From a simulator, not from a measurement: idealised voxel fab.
process module | voxel trench capacitor
cross-section cut | 275 nm wide | cells 5 nm
A cross-section is a grid of square cells, given in bands from the top down. A band is one or more rows of cells.
Each band's line starts with the height of the band's top and of its bottom, in nm. Then come its materials from left to right, each with its width in nm. One material with "throughout" fills the band from edge to edge. "air" is empty space.
Height 0 is the level under which the wafer as received is all one material. The lowest band goes on downwards, as in "0 down".
A width such as "30 to 40" changes by the same amount from each row of cells to the next, from the band's top row to its bottom row.
"no change" after a step means that no cell of the cross-section changed.
closed voids: empty space of 8 cells or more with no open way to the top, each as width x height at its distance from the left edge, in nm
after a step's settings: what the simulator itself notes on the step
overlay nm, on a step with a mask: how far to the right of its planned place the mask lay; to the left if negative
plan
1 op RECEIVE | material Si
2 op CONFORMAL_DEP | material SiN | thk nm 10
3 op DIRECTIONAL_DEP | material aC | thk nm 10
4 op PATTERN | tone open | mask id TRENCH | material resist | width nm 15 | pitch nm 40 | thk nm 25 | overlay nm 0
5 op DIRECTIONAL_ETCH | etch materials aC | depth nm 10
6 op STRIP | etch materials resist
7 op DIRECTIONAL_ETCH | etch materials SiN | depth nm 10
8 op DIRECTIONAL_ETCH | etch materials Si | depth nm 30
9 op STRIP | etch materials aC
10 op CONFORMAL_DEP | material HfO2 | thk nm 5
11 op CONFORMAL_DEP | material TiN | thk nm 5
12 op FILL_DEP | material W | thk nm 10
13 op CMP | height nm 10
varied across the wafers: width nm of step 4. The plan shows the first wafer's value. All wafers start alike
first wafer as received, after step 1
  0 down: Si throughout
  closed voids: none
first wafer at the end, after step 13
  10 to 0: SiN 110 | HfO2 5 | TiN 5 | HfO2 5 | SiN 25 | HfO2 5 | TiN 5 | HfO2 5 | SiN 110
  0 to -25: Si 110 | HfO2 5 | TiN 5 | HfO2 5 | Si 25 | HfO2 5 | TiN 5 | HfO2 5 | Si 110
  -25 to -30: Si 110 | HfO2 15 | Si 25 | HfO2 15 | Si 110
  -30 down: Si throughout
  closed voids: none
last wafer at the end
  10 to 0: SiN 105 | HfO2 5 | TiN 5 | W 5 | TiN 5 | HfO2 5 | SiN 15 | HfO2 5 | TiN 5 | W 5 | TiN 5 | HfO2 5 | SiN 105
  0 to -20: Si 105 | HfO2 5 | TiN 5 | W 5 | TiN 5 | HfO2 5 | Si 15 | HfO2 5 | TiN 5 | W 5 | TiN 5 | HfO2 5 | Si 105
  -20 to -25: Si 105 | HfO2 5 | TiN 15 | HfO2 5 | Si 15 | HfO2 5 | TiN 15 | HfO2 5 | Si 105
  -25 to -30: Si 105 | HfO2 25 | Si 15 | HfO2 25 | Si 105
  -30 down: Si throughout
  closed voids: none
each wafer at the end: cells of each material gained (+) or lost (-) since it was received, then its closed voids
width nm 15 | +34 HfO2 | -36 Si | +98 SiN | +14 TiN | closed voids: none
width nm 20 | +36 HfO2 | -48 Si | +94 SiN | +28 TiN | closed voids: none
width nm 25 | +38 HfO2 | -60 Si | +90 SiN | +30 TiN | +12 W | closed voids: none
